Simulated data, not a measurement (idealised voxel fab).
Process module in this document: voxel gate over fins
Square cells of 5 nm make up the cross-section cut, whose width is 260 nm.
Each cross-section below is a grid of square cells, stated as bands in top-down order, with one or more rows of cells making up each band. It is stipulated that each band's entry specify, in nanometres, the height of the top of the band and then that of its bottom, followed by the materials of the band in left-to-right sequence, each together with its width in nanometres. A single material marked by the word "all across" is understood to fill the band from edge to edge; the word "air" is understood to denote empty space. Zero point of the height axis is 0; under it, received wafer = one material. Lowest band: continues down indefinitely, "0 and below". Note: "30..40" means the width goes from the first number (top row of the band) to the second number (bottom row) in equal steps per row of cells. Step marked "nothing altered"? Then no cell in the cross-section changed in it. Entry "Sealed internal voids". Content: empty spaces with no open connection to the top, size 8 cells or greater. Each: width x height at distance. Distance: from left edge. Unit: nm. after a step's settings: what the simulator itself notes on the step. overlay nm: how far to the right of its planned place the mask lay on this masked step (negative: to the left).

## Intended process steps
step 1: RECEIVE (material Si)
step 2: CONFORMAL_DEP (material SiN; thk nm 5)
step 3: MASKED_ETCH (tone cover; mask id FINS; width nm 15; pitch nm 35; etch materials SiN; depth nm 5; overlay nm 0)
step 4: MASKED_ETCH (tone cover; mask id FINS; width nm 15; pitch nm 35; etch materials Si; depth nm 35; overlay nm 0)
step 5: OXIDIZE (depth nm 5)
step 6: FILL_DEP (material SiO2; thk nm 15)
step 7: CMP (height nm 5)
step 8: SELECTIVE_ETCH (etch materials SiO2; depth nm 20)
step 9: STRIP (etch materials SiN)
step 10: CONFORMAL_DEP (material HfO2; thk nm 5)
step 11: CONFORMAL_DEP (material TiN; thk nm 5)
step 12: CONFORMAL_DEP (material TiAl; thk nm 5)
step 13: CONFORMAL_DEP (material TiN; thk nm 5)
step 14: FILL_DEP (material W; thk nm 15)
step 15: CMP (height nm 30)
step 16: CONFORMAL_DEP (material SiN; thk nm 10)

## As-received wafer cross-section (after step 1)
0 and below | Si all across
Sealed internal voids: none

## Below is the wafer in cross-section after the module was completed. It began from the starting point shown above and followed the plan shown above, except that one mistake was made while running it
40 down to 30 | SiN all across
30 down to 20 | W all across
20 down to 15 | 90 nm W / 80 nm TiN / 90 nm W
15 down to 10 | 90 nm W / 5 nm TiN / 70 nm TiAl / 5 nm TiN / 90 nm W
10 down to 5 | 90 nm W / 5 nm TiN / 5 nm TiAl / 25 nm W / 10 nm TiAl / 25 nm W / 5 nm TiAl / 5 nm TiN / 90 nm W
5 down to 0 | 95 nm TiN / 5 nm TiAl / 5 nm W / 15 nm HfO2 / 5 nm W / 10 nm TiAl / 5 nm W / 15 nm HfO2 / 5 nm W / 5 nm TiAl / 95 nm TiN
0 down to -5 | 100 nm TiAl / 5 nm W / 5 nm HfO2 / 5 nm Si / 5 nm HfO2 / 5 nm W / 10 nm TiAl / 5 nm W / 5 nm HfO2 / 5 nm Si / 5 nm HfO2 / 5 nm W / 100 nm TiAl
-5 down to -10 | 105 nm W / 5 nm HfO2 / 5 nm Si / 5 nm HfO2 / 20 nm W / 5 nm HfO2 / 5 nm Si / 5 nm HfO2 / 105 nm W
-10 down to -15 | 110 nm HfO2 / 5 nm Si / 30 nm HfO2 / 5 nm Si / 110 nm HfO2
-15 down to -40 | 110 nm SiO2 / 5 nm Si / 30 nm SiO2 / 5 nm Si / 110 nm SiO2
-40 and below | Si all across
Sealed internal voids: none
Against the plan, the run slipped here: step 11 ran with different settings than intended, the actual operation and settings being CONFORMAL_DEP (material W; thk nm 5)
